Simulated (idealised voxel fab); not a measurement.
The following process module bears the name voxel wiring stack.
Pictured: cross-section cut, 220 nm wide, on a grid of 5 nm square cells.
If you're reading a cross-section in this doc, picture square cells in a grid; it comes to you as bands, top ones listed first down to the bottom, and a band can be one or more rows of cells.
Basically the band line says how high the top is and how high the bottom is, in nm, and then what's in it from left to right, every material with its width in nm. Empty space shows up as "blank", and if a single material carries "edge to edge" it runs the full band edge to edge.
Height is counted from the level 0, under which the received wafer is composed throughout of one material. The lowest of the bands is not closed at the bottom but continues downward, in the notation "top 0, no bottom".
Note: "30..40" means the width goes from the first number (top row of the band) to the second number (bottom row) in equal steps per row of cells.
"no modification" means the step left every cell of the cross-section as it was.
Any empty space of 8 cells or more lacking an open way to the top shows up in "Encapsulated voids" as width x height at distance, distance from the left edge, in nm.
Read whatever lies past the settings on a step's line as the simulator's own remark about the step.
overlay nm: step with mask; distance mask lay right of planned place; negative value = left of planned place.
## The following list gives the planned process steps
| 1 | RECEIVE, material Si |
| 2 | CONFORMAL_DEP, material SiO2, thk nm 15 |
| 3 | CONFORMAL_DEP, material SiN, thk nm 5 |
| 4 | DIRECTIONAL_DEP, material SiO2, thk nm 25 |
| 5 | DIRECTIONAL_DEP, material aC, thk nm 15 |
| 6 | PATTERN, tone open, mask id METAL_1, material resist, width nm 20, pitch nm 45, thk nm 35, overlay nm 0 |
| 7 | DIRECTIONAL_ETCH, etch materials aC, depth nm 15 |
| 8 | STRIP, etch materials resist |
| 9 | DIRECTIONAL_ETCH, etch materials SiO2, depth nm 25 |
| 10 | DIRECTIONAL_ETCH, etch materials SiN, depth nm 5 |
| 11 | STRIP, etch materials aC |
| 12 | CONFORMAL_DEP, material TiN, thk nm 5 |
| 13 | FILL_DEP, material Ru, thk nm 10 |
| 14 | CMP, height nm 45 |
| 15 | EPI, material Ru, thk nm 5 |
| 16 | FILL_DEP, material SiCN, thk nm 5 |
| 17 | DIRECTIONAL_DEP, material lowk, thk nm 10 |
| 18 | PATTERN, tone open, mask id PLUG_1, material resist, width nm 15, pitch nm 90, thk nm 15, overlay nm 0 |
| 19 | DIRECTIONAL_ETCH, etch materials lowk, depth nm 10 |
| 20 | DIRECTIONAL_ETCH, etch materials SiCN, depth nm 5 |
| 21 | STRIP, etch materials resist |
| 22 | EPI, material Ru, thk nm 10 |
| 23 | EPI, material Ru, thk nm 5 |
| 24 | DIRECTIONAL_DEP, material TiN, thk nm 5 |
| 25 | DIRECTIONAL_DEP, material Ru, thk nm 20 |
| 26 | DIRECTIONAL_DEP, material aC, thk nm 10 |
| 27 | PATTERN, tone cover, mask id METAL_2, material resist, width nm 20, pitch nm 45, thk nm 30, overlay nm 0 |
| 28 | DIRECTIONAL_ETCH, etch materials aC, depth nm 10 |
| 29 | STRIP, etch materials resist |
| 30 | DIRECTIONAL_ETCH, etch materials Ru, depth nm 20 |
| 31 | DIRECTIONAL_ETCH, etch materials TiN, depth nm 5 |
| 32 | STRIP, etch materials aC |
| 33 | CONFORMAL_DEP, material SiN, thk nm 5 |
| 34 | FILL_DEP, material lowk, thk nm 10 |
| 35 | CMP, height nm 90 |
| 36 | CONFORMAL_DEP, material SiCN, thk nm 5 |
| 37 | DIRECTIONAL_DEP, material SiO2, thk nm 10 |
| 38 | PATTERN, tone open, mask id PLUG_2, material resist, width nm 15, pitch nm 90, thk nm 20, overlay nm 0 |
| 39 | DIRECTIONAL_ETCH, etch materials SiO2, depth nm 10 |
| 40 | DIRECTIONAL_ETCH, etch materials SiCN, depth nm 5 |
| 41 | STRIP, etch materials resist |
| 42 | EPI, material Ru, thk nm 10 |
| 43 | EPI, material Ru, thk nm 5 |
| 44 | CONFORMAL_DEP, material SiCN, thk nm 5 |
| 45 | DIRECTIONAL_DEP, material lowk, thk nm 25 |
| 46 | MASKED_ETCH, tone open, mask id METAL_3, width nm 20, pitch nm 45, etch materials lowk, depth nm 25, overlay nm 0 |
| 47 | MASKED_ETCH, tone open, mask id METAL_3, width nm 20, pitch nm 45, etch materials SiCN, depth nm 5, overlay nm 0 |
| 48 | CONFORMAL_DEP, material TiN, thk nm 5 |
| 49 | FILL_DEP, material Ru, thk nm 5 |
| 50 | CMP, height nm 135 |
| 51 | CONFORMAL_DEP, material SiCN, thk nm 5 |
## First wafer out of two, processed as planned
## Here's what the wafer looked like in cross-section when it arrived - that's after step 1
    top 0, no bottom: Si edge to edge
    Encapsulated voids: none
## Wafer after step 2 (cross-section)
    top 15, bottom 0: SiO2 edge to edge
    Nothing below the height 0 has changed.
## Wafer after step 3 (cross-section)
    top 20, bottom 15: SiN edge to edge
    Nothing below the height 15 has changed.
## Wafer after step 4 (cross-section)
    top 45, bottom 20: SiO2 edge to edge
    Nothing below the height 20 has changed.
## Wafer after step 5 (cross-section)
    top 60, bottom 45: aC edge to edge
    Nothing below the height 45 has changed.
## Wafer after step 6 (cross-section)
    top 95, bottom 60: 30 of resist / 20 of blank / 25 of resist / 20 of blank / 25 of resist / 20 of blank / 25 of resist / 20 of blank / 35 of resist
    Nothing below the height 60 has changed.
## Wafer after step 7 (cross-section)
    top 80, bottom 60: 30 of resist / 20 of blank / 25 of resist / 20 of blank / 25 of resist / 20 of blank / 25 of resist / 20 of blank / 35 of resist
    top 60, bottom 45: 30 of aC / 20 of blank / 25 of aC / 20 of blank / 25 of aC / 20 of blank / 25 of aC / 20 of blank / 35 of aC
    Nothing below the height 45 has changed.
## Wafer after step 8 (cross-section)
    top 60, bottom 45: 30 of aC / 20 of blank / 25 of aC / 20 of blank / 25 of aC / 20 of blank / 25 of aC / 20 of blank / 35 of aC
    Nothing below the height 45 has changed.
## Wafer after step 9 (cross-section)
    top 60, bottom 45: 30 of aC / 20 of blank / 25 of aC / 20 of blank / 25 of aC / 20 of blank / 25 of aC / 20 of blank / 35 of aC
    top 45, bottom 20: 30 of SiO2 / 20 of blank / 25 of SiO2 / 20 of blank / 25 of SiO2 / 20 of blank / 25 of SiO2 / 20 of blank / 35 of SiO2
    Nothing below the height 20 has changed.
## Wafer after step 10 (cross-section)
    top 60, bottom 45: 30 of aC / 20 of blank / 25 of aC / 20 of blank / 25 of aC / 20 of blank / 25 of aC / 20 of blank / 35 of aC
    top 45, bottom 20: 30 of SiO2 / 20 of blank / 25 of SiO2 / 20 of blank / 25 of SiO2 / 20 of blank / 25 of SiO2 / 20 of blank / 35 of SiO2
    top 20, bottom 15: 30 of SiN / 20 of blank / 25 of SiN / 20 of blank / 25 of SiN / 20 of blank / 25 of SiN / 20 of blank / 35 of SiN
    Nothing below the height 15 has changed.
## Wafer after step 11 (cross-section)
    top 45, bottom 20: 30 of SiO2 / 20 of blank / 25 of SiO2 / 20 of blank / 25 of SiO2 / 20 of blank / 25 of SiO2 / 20 of blank / 35 of SiO2
    Nothing below the height 20 has changed.
## Wafer after step 12 (cross-section)
    top 50, bottom 45: 35 of TiN / 10 of blank / 35 of TiN / 10 of blank / 35 of TiN / 10 of blank / 35 of TiN / 10 of blank / 40 of TiN
    top 45, bottom 20: 30 of SiO2 / 5 of TiN / 10 of blank / 5 of TiN / 25 of SiO2 / 5 of TiN / 10 of blank / 5 of TiN / 25 of SiO2 / 5 of TiN / 10 of blank / 5 of TiN / 25 of SiO2 / 5 of TiN / 10 of blank / 5 of TiN / 35 of SiO2
    top 20, bottom 15: 30 of SiN / 20 of TiN / 25 of SiN / 20 of TiN / 25 of SiN / 20 of TiN / 25 of SiN / 20 of TiN / 35 of SiN
    Nothing below the height 15 has changed.
## Wafer after step 13 (cross-section)
    top 60, bottom 50: Ru edge to edge
    top 50, bottom 45: 35 of TiN / 10 of Ru / 35 of TiN / 10 of Ru / 35 of TiN / 10 of Ru / 35 of TiN / 10 of Ru / 40 of TiN
    top 45, bottom 20: 30 of SiO2 / 5 of TiN / 10 of Ru / 5 of TiN / 25 of SiO2 / 5 of TiN / 10 of Ru / 5 of TiN / 25 of SiO2 / 5 of TiN / 10 of Ru / 5 of TiN / 25 of SiO2 / 5 of TiN / 10 of Ru / 5 of TiN / 35 of SiO2
    Nothing below the height 20 has changed.
## Wafer after step 14 (cross-section)
    top 45, bottom 20: 30 of SiO2 / 5 of TiN / 10 of Ru / 5 of TiN / 25 of SiO2 / 5 of TiN / 10 of Ru / 5 of TiN / 25 of SiO2 / 5 of TiN / 10 of Ru / 5 of TiN / 25 of SiO2 / 5 of TiN / 10 of Ru / 5 of TiN / 35 of SiO2
    Nothing below the height 20 has changed.
## Wafer after step 15 (cross-section)
    top 50, bottom 45: 25 of blank / 30 of Ru / 15 of blank / 30 of Ru / 15 of blank / 30 of Ru / 15 of blank / 30 of Ru / 30 of blank
    Nothing below the height 45 has changed.
## Wafer after step 16 (cross-section)
    top 55, bottom 50: SiCN edge to edge
    top 50, bottom 45: 25 of SiCN / 30 of Ru / 15 of SiCN / 30 of Ru / 15 of SiCN / 30 of Ru / 15 of SiCN / 30 of Ru / 30 of SiCN
    Nothing below the height 45 has changed.
## Wafer after step 17 (cross-section)
    top 65, bottom 55: lowk edge to edge
    Nothing below the height 55 has changed.
## Wafer after step 18 (cross-section)
    top 80, bottom 65: 30 of resist / 15 of blank / 75 of resist / 15 of blank / 85 of resist
    Nothing below the height 65 has changed.
## Wafer after step 19 (cross-section)
    top 80, bottom 65: 30 of resist / 15 of blank / 75 of resist / 15 of blank / 85 of resist
    top 65, bottom 55: 30 of lowk / 15 of blank / 75 of lowk / 15 of blank / 85 of lowk
    Nothing below the height 55 has changed.
## Wafer after step 20 (cross-section)
    top 80, bottom 65: 30 of resist / 15 of blank / 75 of resist / 15 of blank / 85 of resist
    top 65, bottom 55: 30 of lowk / 15 of blank / 75 of lowk / 15 of blank / 85 of lowk
    top 55, bottom 50: 30 of SiCN / 15 of blank / 75 of SiCN / 15 of blank / 85 of SiCN
    Nothing below the height 50 has changed.
## Wafer after step 21 (cross-section)
    top 65, bottom 55: 30 of lowk / 15 of blank / 75 of lowk / 15 of blank / 85 of lowk
    Nothing below the height 55 has changed.
## Wafer after step 22 (cross-section)
    top 65, bottom 60: 30 of lowk / 15 of blank / 75 of lowk / 15 of blank / 85 of lowk
    top 60, bottom 55: 30 of lowk / 15 of Ru / 75 of lowk / 15 of Ru / 85 of lowk
    top 55, bottom 50: 30 of SiCN / 15 of Ru / 75 of SiCN / 15 of Ru / 85 of SiCN
    Nothing below the height 50 has changed.
## Wafer after step 23 (cross-section)
    top 65, bottom 55: 30 of lowk / 15 of Ru / 75 of lowk / 15 of Ru / 85 of lowk
    Nothing below the height 55 has changed.
## Wafer after step 24 (cross-section)
    top 70, bottom 65: TiN edge to edge
    Nothing below the height 65 has changed.
## Wafer after step 25 (cross-section)
    top 90, bottom 70: Ru edge to edge
    Nothing below the height 70 has changed.
## Wafer after step 26 (cross-section)
    top 100, bottom 90: aC edge to edge
    Nothing below the height 90 has changed.
## Wafer after step 27 (cross-section)
    top 130, bottom 100: 30 of blank / 20 of resist / 25 of blank / 20 of resist / 25 of blank / 20 of resist / 25 of blank / 20 of resist / 35 of blank
    Nothing below the height 100 has changed.
## Wafer after step 28 (cross-section)
    top 120, bottom 100: 30 of blank / 20 of resist / 25 of blank / 20 of resist / 25 of blank / 20 of resist / 25 of blank / 20 of resist / 35 of blank
    top 100, bottom 90: 30 of blank / 20 of aC / 25 of blank / 20 of aC / 25 of blank / 20 of aC / 25 of blank / 20 of aC / 35 of blank
    Nothing below the height 90 has changed.
## Wafer after step 29 (cross-section)
    top 100, bottom 90: 30 of blank / 20 of aC / 25 of blank / 20 of aC / 25 of blank / 20 of aC / 25 of blank / 20 of aC / 35 of blank
    Nothing below the height 90 has changed.
## Wafer after step 30 (cross-section)
    top 100, bottom 90: 30 of blank / 20 of aC / 25 of blank / 20 of aC / 25 of blank / 20 of aC / 25 of blank / 20 of aC / 35 of blank
    top 90, bottom 70: 30 of blank / 20 of Ru / 25 of blank / 20 of Ru / 25 of blank / 20 of Ru / 25 of blank / 20 of Ru / 35 of blank
    Nothing below the height 70 has changed.
## Wafer after step 31 (cross-section)
    top 100, bottom 90: 30 of blank / 20 of aC / 25 of blank / 20 of aC / 25 of blank / 20 of aC / 25 of blank / 20 of aC / 35 of blank
    top 90, bottom 70: 30 of blank / 20 of Ru / 25 of blank / 20 of Ru / 25 of blank / 20 of Ru / 25 of blank / 20 of Ru / 35 of blank
    top 70, bottom 65: 30 of blank / 20 of TiN / 25 of blank / 20 of TiN / 25 of blank / 20 of TiN / 25 of blank / 20 of TiN / 35 of blank
    Nothing below the height 65 has changed.
## Wafer after step 32 (cross-section)
    top 90, bottom 70: 30 of blank / 20 of Ru / 25 of blank / 20 of Ru / 25 of blank / 20 of Ru / 25 of blank / 20 of Ru / 35 of blank
    Nothing below the height 70 has changed.
## Wafer after step 33 (cross-section)
    top 95, bottom 90: 25 of blank / 30 of SiN / 15 of blank / 30 of SiN / 15 of blank / 30 of SiN / 15 of blank / 30 of SiN / 30 of blank
    top 90, bottom 70: 25 of blank / 5 of SiN / 20 of Ru / 5 of SiN / 15 of blank / 5 of SiN / 20 of Ru / 5 of SiN / 15 of blank / 5 of SiN / 20 of Ru / 5 of SiN / 15 of blank / 5 of SiN / 20 of Ru / 5 of SiN / 30 of blank
    top 70, bottom 65: 30 of SiN / 20 of TiN / 25 of SiN / 20 of TiN / 25 of SiN / 20 of TiN / 25 of SiN / 20 of TiN / 35 of SiN
    Nothing below the height 65 has changed.
## Wafer after step 34 (cross-section)
    top 105, bottom 95: lowk edge to edge
    top 95, bottom 90: 25 of lowk / 30 of SiN / 15 of lowk / 30 of SiN / 15 of lowk / 30 of SiN / 15 of lowk / 30 of SiN / 30 of lowk
    top 90, bottom 70: 25 of lowk / 5 of SiN / 20 of Ru / 5 of SiN / 15 of lowk / 5 of SiN / 20 of Ru / 5 of SiN / 15 of lowk / 5 of SiN / 20 of Ru / 5 of SiN / 15 of lowk / 5 of SiN / 20 of Ru / 5 of SiN / 30 of lowk
    Nothing below the height 70 has changed.
## Wafer after step 35 (cross-section)
    top 90, bottom 70: 25 of lowk / 5 of SiN / 20 of Ru / 5 of SiN / 15 of lowk / 5 of SiN / 20 of Ru / 5 of SiN / 15 of lowk / 5 of SiN / 20 of Ru / 5 of SiN / 15 of lowk / 5 of SiN / 20 of Ru / 5 of SiN / 30 of lowk
    Nothing below the height 70 has changed.
## Wafer after step 36 (cross-section)
    top 95, bottom 90: SiCN edge to edge
    Nothing below the height 90 has changed.
## Wafer after step 37 (cross-section)
    top 105, bottom 95: SiO2 edge to edge
    Nothing below the height 95 has changed.
## Wafer after step 38 (cross-section)
    top 125, bottom 105: 30 of resist / 15 of blank / 75 of resist / 15 of blank / 85 of resist
    Nothing below the height 105 has changed.
## Wafer after step 39 (cross-section)
    top 125, bottom 105: 30 of resist / 15 of blank / 75 of resist / 15 of blank / 85 of resist
    top 105, bottom 95: 30 of SiO2 / 15 of blank / 75 of SiO2 / 15 of blank / 85 of SiO2
    Nothing below the height 95 has changed.
## Wafer after step 40 (cross-section)
    top 125, bottom 105: 30 of resist / 15 of blank / 75 of resist / 15 of blank / 85 of resist
    top 105, bottom 95: 30 of SiO2 / 15 of blank / 75 of SiO2 / 15 of blank / 85 of SiO2
    top 95, bottom 90: 30 of SiCN / 15 of blank / 75 of SiCN / 15 of blank / 85 of SiCN
    Nothing below the height 90 has changed.
## Wafer after step 41 (cross-section)
    top 105, bottom 95: 30 of SiO2 / 15 of blank / 75 of SiO2 / 15 of blank / 85 of SiO2
    Nothing below the height 95 has changed.
## Wafer after step 42 (cross-section)
    top 105, bottom 100: 30 of SiO2 / 15 of blank / 75 of SiO2 / 15 of blank / 85 of SiO2
    top 100, bottom 95: 30 of SiO2 / 15 of Ru / 75 of SiO2 / 15 of Ru / 85 of SiO2
    top 95, bottom 90: 30 of SiCN / 15 of Ru / 75 of SiCN / 15 of Ru / 85 of SiCN
    Nothing below the height 90 has changed.
## Wafer after step 43 (cross-section)
    top 105, bottom 95: 30 of SiO2 / 15 of Ru / 75 of SiO2 / 15 of Ru / 85 of SiO2
    Nothing below the height 95 has changed.
## Wafer after step 44 (cross-section)
    top 110, bottom 105: SiCN edge to edge
    Nothing below the height 105 has changed.
## Wafer after step 45 (cross-section)
    top 135, bottom 110: lowk edge to edge
    Nothing below the height 110 has changed.
## Wafer after step 46 (cross-section)
    top 135, bottom 110: 30 of lowk / 20 of blank / 25 of lowk / 20 of blank / 25 of lowk / 20 of blank / 25 of lowk / 20 of blank / 35 of lowk
    Nothing below the height 110 has changed.
## Wafer after step 47 (cross-section)
    top 135, bottom 110: 30 of lowk / 20 of blank / 25 of lowk / 20 of blank / 25 of lowk / 20 of blank / 25 of lowk / 20 of blank / 35 of lowk
    top 110, bottom 105: 30 of SiCN / 20 of blank / 25 of SiCN / 20 of blank / 25 of SiCN / 20 of blank / 25 of SiCN / 20 of blank / 35 of SiCN
    Nothing below the height 105 has changed.
## Wafer after step 48 (cross-section)
    top 140, bottom 135: 35 of TiN / 10 of blank / 35 of TiN / 10 of blank / 35 of TiN / 10 of blank / 35 of TiN / 10 of blank / 40 of TiN
    top 135, bottom 110: 30 of lowk / 5 of TiN / 10 of blank / 5 of TiN / 25 of lowk / 5 of TiN / 10 of blank / 5 of TiN / 25 of lowk / 5 of TiN / 10 of blank / 5 of TiN / 25 of lowk / 5 of TiN / 10 of blank / 5 of TiN / 35 of lowk
    top 110, bottom 105: 30 of SiCN / 20 of TiN / 25 of SiCN / 20 of TiN / 25 of SiCN / 20 of TiN / 25 of SiCN / 20 of TiN / 35 of SiCN
    Nothing below the height 105 has changed.
## Wafer after step 49 (cross-section)
    top 145, bottom 140: Ru edge to edge
    top 140, bottom 135: 35 of TiN / 10 of Ru / 35 of TiN / 10 of Ru / 35 of TiN / 10 of Ru / 35 of TiN / 10 of Ru / 40 of TiN
    top 135, bottom 110: 30 of lowk / 5 of TiN / 10 of Ru / 5 of TiN / 25 of lowk / 5 of TiN / 10 of Ru / 5 of TiN / 25 of lowk / 5 of TiN / 10 of Ru / 5 of TiN / 25 of lowk / 5 of TiN / 10 of Ru / 5 of TiN / 35 of lowk
    Nothing below the height 110 has changed.
## Wafer after step 50 (cross-section)
    top 135, bottom 110: 30 of lowk / 5 of TiN / 10 of Ru / 5 of TiN / 25 of lowk / 5 of TiN / 10 of Ru / 5 of TiN / 25 of lowk / 5 of TiN / 10 of Ru / 5 of TiN / 25 of lowk / 5 of TiN / 10 of Ru / 5 of TiN / 35 of lowk
    Nothing below the height 110 has changed.
## Wafer after step 51 (cross-section)
    top 140, bottom 135: SiCN edge to edge
    Nothing below the height 135 has changed.
## Notes, second wafer: start = first wafer's, plan = first wafer's, execution had one mistake; history identical to first through step 35
## At the planned end of step 36, the second wafer in cross-section
    top 100, bottom 90: SiO2 edge to edge
    Nothing below the height 90 has changed.
## At the planned end of step 37, the second wafer in cross-section
    top 105, bottom 100: SiCN edge to edge
    Nothing below the height 100 has changed.
## At the planned end of step 38, the second wafer in cross-section
    top 125, bottom 105: 30 of resist / 15 of blank / 75 of resist / 15 of blank / 85 of resist
    Nothing below the height 105 has changed.
At the planned end of step 39, the second wafer in cross-section: no modification
## At the planned end of step 40, the second wafer in cross-section
    top 125, bottom 105: 30 of resist / 15 of blank / 75 of resist / 15 of blank / 85 of resist
    top 105, bottom 100: 30 of SiCN / 15 of blank / 75 of SiCN / 15 of blank / 85 of SiCN
    Nothing below the height 100 has changed.
## At the planned end of step 41, the second wafer in cross-section
    top 105, bottom 100: 30 of SiCN / 15 of blank / 75 of SiCN / 15 of blank / 85 of SiCN
    Nothing below the height 100 has changed.
At the planned end of step 42, the second wafer in cross-section: no modification
At the planned end of step 43, the second wafer in cross-section: no modification
## At the planned end of step 44, the second wafer in cross-section
    top 110, bottom 105: 35 of SiCN / 5 of blank / 85 of SiCN / 5 of blank / 90 of SiCN
    top 105, bottom 100: SiCN edge to edge
    Nothing below the height 100 has changed.
## At the planned end of step 45, the second wafer in cross-section
    top 135, bottom 130: 35 of lowk / 5 of blank / 85 of lowk / 5 of blank / 90 of lowk
    top 130, bottom 110: lowk edge to edge
    top 110, bottom 105: 35 of SiCN / 5 of lowk / 85 of SiCN / 5 of lowk / 90 of SiCN
    Nothing below the height 105 has changed.
## At the planned end of step 46, the second wafer in cross-section
    top 135, bottom 110: 30 of lowk / 20 of blank / 25 of lowk / 20 of blank / 25 of lowk / 20 of blank / 25 of lowk / 20 of blank / 35 of lowk
    top 110, bottom 105: 35 of SiCN / 5 of blank / 85 of SiCN / 5 of blank / 90 of SiCN
    Nothing below the height 105 has changed.
## At the planned end of step 47, the second wafer in cross-section
    top 135, bottom 110: 30 of lowk / 20 of blank / 25 of lowk / 20 of blank / 25 of lowk / 20 of blank / 25 of lowk / 20 of blank / 35 of lowk
    top 110, bottom 105: 30 of SiCN / 20 of blank / 25 of SiCN / 20 of blank / 25 of SiCN / 20 of blank / 25 of SiCN / 20 of blank / 35 of SiCN
    top 105, bottom 100: 35 of SiCN / 5 of blank / 85 of SiCN / 5 of blank / 90 of SiCN
    Nothing below the height 100 has changed.
## At the planned end of step 48, the second wafer in cross-section
    top 140, bottom 135: 35 of TiN / 10 of blank / 35 of TiN / 10 of blank / 35 of TiN / 10 of blank / 35 of TiN / 10 of blank / 40 of TiN
    top 135, bottom 110: 30 of lowk / 5 of TiN / 10 of blank / 5 of TiN / 25 of lowk / 5 of TiN / 10 of blank / 5 of TiN / 25 of lowk / 5 of TiN / 10 of blank / 5 of TiN / 25 of lowk / 5 of TiN / 10 of blank / 5 of TiN / 35 of lowk
    top 110, bottom 105: 30 of SiCN / 20 of TiN / 25 of SiCN / 20 of TiN / 25 of SiCN / 20 of TiN / 25 of SiCN / 20 of TiN / 35 of SiCN
    top 105, bottom 100: 35 of SiCN / 5 of TiN / 85 of SiCN / 5 of TiN / 90 of SiCN
    Nothing below the height 100 has changed.
## At the planned end of step 49, the second wafer in cross-section
    top 145, bottom 140: Ru edge to edge
    top 140, bottom 135: 35 of TiN / 10 of Ru / 35 of TiN / 10 of Ru / 35 of TiN / 10 of Ru / 35 of TiN / 10 of Ru / 40 of TiN
    top 135, bottom 110: 30 of lowk / 5 of TiN / 10 of Ru / 5 of TiN / 25 of lowk / 5 of TiN / 10 of Ru / 5 of TiN / 25 of lowk / 5 of TiN / 10 of Ru / 5 of TiN / 25 of lowk / 5 of TiN / 10 of Ru / 5 of TiN / 35 of lowk
    Nothing below the height 110 has changed.
## At the planned end of step 50, the second wafer in cross-section
    top 135, bottom 110: 30 of lowk / 5 of TiN / 10 of Ru / 5 of TiN / 25 of lowk / 5 of TiN / 10 of Ru / 5 of TiN / 25 of lowk / 5 of TiN / 10 of Ru / 5 of TiN / 25 of lowk / 5 of TiN / 10 of Ru / 5 of TiN / 35 of lowk
    Nothing below the height 110 has changed.
## At the planned end of step 51, the second wafer in cross-section
    top 140, bottom 135: SiCN edge to edge
    Nothing below the height 135 has changed.
Against the plan, the run slipped here: steps 36 and 37 run out of order (swapped)
Heads up, by the end the second wafer has more or fewer cells of some materials compared to the first: -18 Ru; +4 SiCN; +12 SiO2; +2 TiN
